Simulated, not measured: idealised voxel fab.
The document below concerns the process module designated voxel self aligned vias.
Cross-section cut: width 285 nm, square cells of 5 nm.
Throughout this document, each cross-section is represented as a grid of square cells and is presented as a sequence of bands enumerated from the top downward, where a band comprises one or more rows of cells.
Look at the band entry: it leads with the top's height and the bottom's height in nm. Then it lists the materials left to right, with a width in nm for each. The word "everywhere" on a single material says that material fills the band edge to edge. The word "air" is empty space.
Height 0 is the level under which the wafer as received is all one material. The lowest band goes on downwards, as in "0 down".
When a width is written as two numbers, as in "30->40", the first number is the width in the top row of cells of the band and the second is the width in its bottom row, and the width changes by the same amount from each row to the next.
It should be understood that the words "no change occurred", when stated for a given step, signify that the cross-section underwent no change in any of its cells during that step.
What "Sealed internal voids" gives you is every empty space of 8 cells or more that is cut off from the top. Each appears as width x height at distance, with the distance taken from the left edge and width, height and distance all in nm.
Anything after a step's settings on that line? It's the simulator's own note about the step.
Each step line may optionally specify "overlay nm", which for a step with a mask gives the rightward distance between the mask's planned place and where it lay, a negative value indicating the leftward direction.
## Steps in the process plan
1,RECEIVE: material Si
2,CONFORMAL_DEP: material SiO2, thk nm 10
3,CONFORMAL_DEP: material SiCN, thk nm 5
4,DIRECTIONAL_DEP: material lowk, thk nm 30
5,MASKED_ETCH: tone open, mask id LINES, width nm 30, pitch nm 75, etch materials lowk, depth nm 30, overlay nm 0
6,CONFORMAL_DEP: material TiN, thk nm 5
7,FILL_DEP: material Ru, thk nm 5
8,CMP: height nm 45
9,SELECTIVE_ETCH: etch materials W Ru TiN, depth nm 5
10,FILL_DEP: material SiN, thk nm 5
11,CMP: height nm 45
12,DIRECTIONAL_DEP: material lowk, thk nm 20
13,MASKED_ETCH: tone open, mask id VIAS, width nm 50, pitch nm 75, etch materials lowk, depth nm 20, overlay nm 0
14,MASKED_ETCH: tone open, mask id VIAS, width nm 50, pitch nm 75, etch materials SiN, depth nm 5, overlay nm 0
15,CONFORMAL_DEP: material TiN, thk nm 5
16,FILL_DEP: material Cu, thk nm 5
17,CMP: height nm 65
18,CONFORMAL_DEP: material SiCN, thk nm 5
## The first of the two wafers, which ran as planned
## Incoming wafer in cross-section (state: after step 1)
  0 down = Si everywhere
  Sealed internal voids: none
## Once step 2 is through, the wafer looks like this in cross-section
  10 to 0 = SiO2 everywhere
  Whatever lies below 0 is exactly as it was before.
## Once step 3 is through, the wafer looks like this in cross-section
  15 to 10 = SiCN everywhere
  Whatever lies below 10 is exactly as it was before.
## Once step 4 is through, the wafer looks like this in cross-section
  45 to 15 = lowk everywhere
  Whatever lies below 15 is exactly as it was before.
## Once step 5 is through, the wafer looks like this in cross-section
  45 to 15 = 90 of lowk / 30 of air / 45 of lowk / 30 of air / 90 of lowk
  Whatever lies below 15 is exactly as it was before.
## Once step 6 is through, the wafer looks like this in cross-section
  50 to 45 = 95 of TiN / 20 of air / 55 of TiN / 20 of air / 95 of TiN
  45 to 20 = 90 of lowk / 5 of TiN / 20 of air / 5 of TiN / 45 of lowk / 5 of TiN / 20 of air / 5 of TiN / 90 of lowk
  20 to 15 = 90 of lowk / 30 of TiN / 45 of lowk / 30 of TiN / 90 of lowk
  Whatever lies below 15 is exactly as it was before.
## Once step 7 is through, the wafer looks like this in cross-section
  55 to 50 = Ru everywhere
  50 to 45 = 95 of TiN / 20 of Ru / 55 of TiN / 20 of Ru / 95 of TiN
  45 to 20 = 90 of lowk / 5 of TiN / 20 of Ru / 5 of TiN / 45 of lowk / 5 of TiN / 20 of Ru / 5 of TiN / 90 of lowk
  Whatever lies below 20 is exactly as it was before.
## Once step 8 is through, the wafer looks like this in cross-section
  45 to 20 = 90 of lowk / 5 of TiN / 20 of Ru / 5 of TiN / 45 of lowk / 5 of TiN / 20 of Ru / 5 of TiN / 90 of lowk
  Whatever lies below 20 is exactly as it was before.
## Once step 9 is through, the wafer looks like this in cross-section
  45 to 40 = 90 of lowk / 30 of air / 45 of lowk / 30 of air / 90 of lowk
  Whatever lies below 40 is exactly as it was before.
## Once step 10 is through, the wafer looks like this in cross-section
  50 to 45 = SiN everywhere
  45 to 40 = 90 of lowk / 30 of SiN / 45 of lowk / 30 of SiN / 90 of lowk
  Whatever lies below 40 is exactly as it was before.
## Once step 11 is through, the wafer looks like this in cross-section
  45 to 40 = 90 of lowk / 30 of SiN / 45 of lowk / 30 of SiN / 90 of lowk
  Whatever lies below 40 is exactly as it was before.
## Once step 12 is through, the wafer looks like this in cross-section
  65 to 45 = lowk everywhere
  Whatever lies below 45 is exactly as it was before.
## Once step 13 is through, the wafer looks like this in cross-section
  65 to 45 = 80 of lowk / 50 of air / 25 of lowk / 50 of air / 80 of lowk
  Whatever lies below 45 is exactly as it was before.
## Once step 14 is through, the wafer looks like this in cross-section
  65 to 45 = 80 of lowk / 50 of air / 25 of lowk / 50 of air / 80 of lowk
  45 to 40 = 90 of lowk / 30 of air / 45 of lowk / 30 of air / 90 of lowk
  Whatever lies below 40 is exactly as it was before.
## Once step 15 is through, the wafer looks like this in cross-section
  70 to 65 = 85 of TiN / 40 of air / 35 of TiN / 40 of air / 85 of TiN
  65 to 50 = 80 of lowk / 5 of TiN / 40 of air / 5 of TiN / 25 of lowk / 5 of TiN / 40 of air / 5 of TiN / 80 of lowk
  50 to 45 = 80 of lowk / 15 of TiN / 20 of air / 15 of TiN / 25 of lowk / 15 of TiN / 20 of air / 15 of TiN / 80 of lowk
  45 to 40 = 90 of lowk / 30 of TiN / 45 of lowk / 30 of TiN / 90 of lowk
  Whatever lies below 40 is exactly as it was before.
## Once step 16 is through, the wafer looks like this in cross-section
  75 to 70 = Cu everywhere
  70 to 65 = 85 of TiN / 40 of Cu / 35 of TiN / 40 of Cu / 85 of TiN
  65 to 50 = 80 of lowk / 5 of TiN / 40 of Cu / 5 of TiN / 25 of lowk / 5 of TiN / 40 of Cu / 5 of TiN / 80 of lowk
  50 to 45 = 80 of lowk / 15 of TiN / 20 of Cu / 15 of TiN / 25 of lowk / 15 of TiN / 20 of Cu / 15 of TiN / 80 of lowk
  Whatever lies below 45 is exactly as it was before.
## Once step 17 is through, the wafer looks like this in cross-section
  65 to 50 = 80 of lowk / 5 of TiN / 40 of Cu / 5 of TiN / 25 of lowk / 5 of TiN / 40 of Cu / 5 of TiN / 80 of lowk
  Whatever lies below 50 is exactly as it was before.
## Once step 18 is through, the wafer looks like this in cross-section
  70 to 65 = SiCN everywhere
  Whatever lies below 65 is exactly as it was before.
## It is to be noted that the second wafer proceeded from the same initial state and according to the same plan as the first, although one mistake was committed in its execution; through step 1, inclusive, the two wafers share an identical history
Cross-sectional representation of the second wafer at the time designated in the plan for the completion of step 2: no change occurred
## Cross-sectional representation of the second wafer at the time designated in the plan for the completion of step 3
  5 to 0 = SiCN everywhere
  Whatever lies below 0 is exactly as it was before.
## Cross-sectional representation of the second wafer at the time designated in the plan for the completion of step 4
  35 to 5 = lowk everywhere
  Whatever lies below 5 is exactly as it was before.
## Cross-sectional representation of the second wafer at the time designated in the plan for the completion of step 5
  35 to 5 = 90 of lowk / 30 of air / 45 of lowk / 30 of air / 90 of lowk
  Whatever lies below 5 is exactly as it was before.
## Cross-sectional representation of the second wafer at the time designated in the plan for the completion of step 6
  40 to 35 = 95 of TiN / 20 of air / 55 of TiN / 20 of air / 95 of TiN
  35 to 10 = 90 of lowk / 5 of TiN / 20 of air / 5 of TiN / 45 of lowk / 5 of TiN / 20 of air / 5 of TiN / 90 of lowk
  10 to 5 = 90 of lowk / 30 of TiN / 45 of lowk / 30 of TiN / 90 of lowk
  Whatever lies below 5 is exactly as it was before.
## Cross-sectional representation of the second wafer at the time designated in the plan for the completion of step 7
  45 to 40 = Ru everywhere
  40 to 35 = 95 of TiN / 20 of Ru / 55 of TiN / 20 of Ru / 95 of TiN
  35 to 10 = 90 of lowk / 5 of TiN / 20 of Ru / 5 of TiN / 45 of lowk / 5 of TiN / 20 of Ru / 5 of TiN / 90 of lowk
  Whatever lies below 10 is exactly as it was before.
Cross-sectional representation of the second wafer at the time designated in the plan for the completion of step 8: no change occurred
## Cross-sectional representation of the second wafer at the time designated in the plan for the completion of step 9
  40 to 35 = 95 of TiN / 20 of Ru / 55 of TiN / 20 of Ru / 95 of TiN
  Whatever lies below 35 is exactly as it was before.
## Cross-sectional representation of the second wafer at the time designated in the plan for the completion of step 10
  45 to 40 = SiN everywhere
  Whatever lies below 40 is exactly as it was before.
Cross-sectional representation of the second wafer at the time designated in the plan for the completion of step 11: no change occurred
## Cross-sectional representation of the second wafer at the time designated in the plan for the completion of step 12
  65 to 45 = lowk everywhere
  Whatever lies below 45 is exactly as it was before.
## Cross-sectional representation of the second wafer at the time designated in the plan for the completion of step 13
  65 to 45 = 80 of lowk / 50 of air / 25 of lowk / 50 of air / 80 of lowk
  Whatever lies below 45 is exactly as it was before.
## Cross-sectional representation of the second wafer at the time designated in the plan for the completion of step 14
  65 to 45 = 80 of lowk / 50 of air / 25 of lowk / 50 of air / 80 of lowk
  45 to 40 = 80 of SiN / 50 of air / 25 of SiN / 50 of air / 80 of SiN
  Whatever lies below 40 is exactly as it was before.
## Cross-sectional representation of the second wafer at the time designated in the plan for the completion of step 15
  70 to 65 = 85 of TiN / 40 of air / 35 of TiN / 40 of air / 85 of TiN
  65 to 45 = 80 of lowk / 5 of TiN / 40 of air / 5 of TiN / 25 of lowk / 5 of TiN / 40 of air / 5 of TiN / 80 of lowk
  45 to 40 = 80 of SiN / 50 of TiN / 25 of SiN / 50 of TiN / 80 of SiN
  Whatever lies below 40 is exactly as it was before.
## Cross-sectional representation of the second wafer at the time designated in the plan for the completion of step 16
  75 to 70 = Cu everywhere
  70 to 65 = 85 of TiN / 40 of Cu / 35 of TiN / 40 of Cu / 85 of TiN
  65 to 45 = 80 of lowk / 5 of TiN / 40 of Cu / 5 of TiN / 25 of lowk / 5 of TiN / 40 of Cu / 5 of TiN / 80 of lowk
  Whatever lies below 45 is exactly as it was before.
## Cross-sectional representation of the second wafer at the time designated in the plan for the completion of step 17
  65 to 45 = 80 of lowk / 5 of TiN / 40 of Cu / 5 of TiN / 25 of lowk / 5 of TiN / 40 of Cu / 5 of TiN / 80 of lowk
  Whatever lies below 45 is exactly as it was before.
## Cross-sectional representation of the second wafer at the time designated in the plan for the completion of step 18
  70 to 65 = SiCN everywhere
  Whatever lies below 65 is exactly as it was before.
What went wrong in running the wafer? step 2 of the plan got skipped, so it never ran
Final tally in cells, some materials are higher or lower on the second wafer than on the first: +8 Cu; +16 Ru; +37 SiN; -114 SiO2; +53 TiN
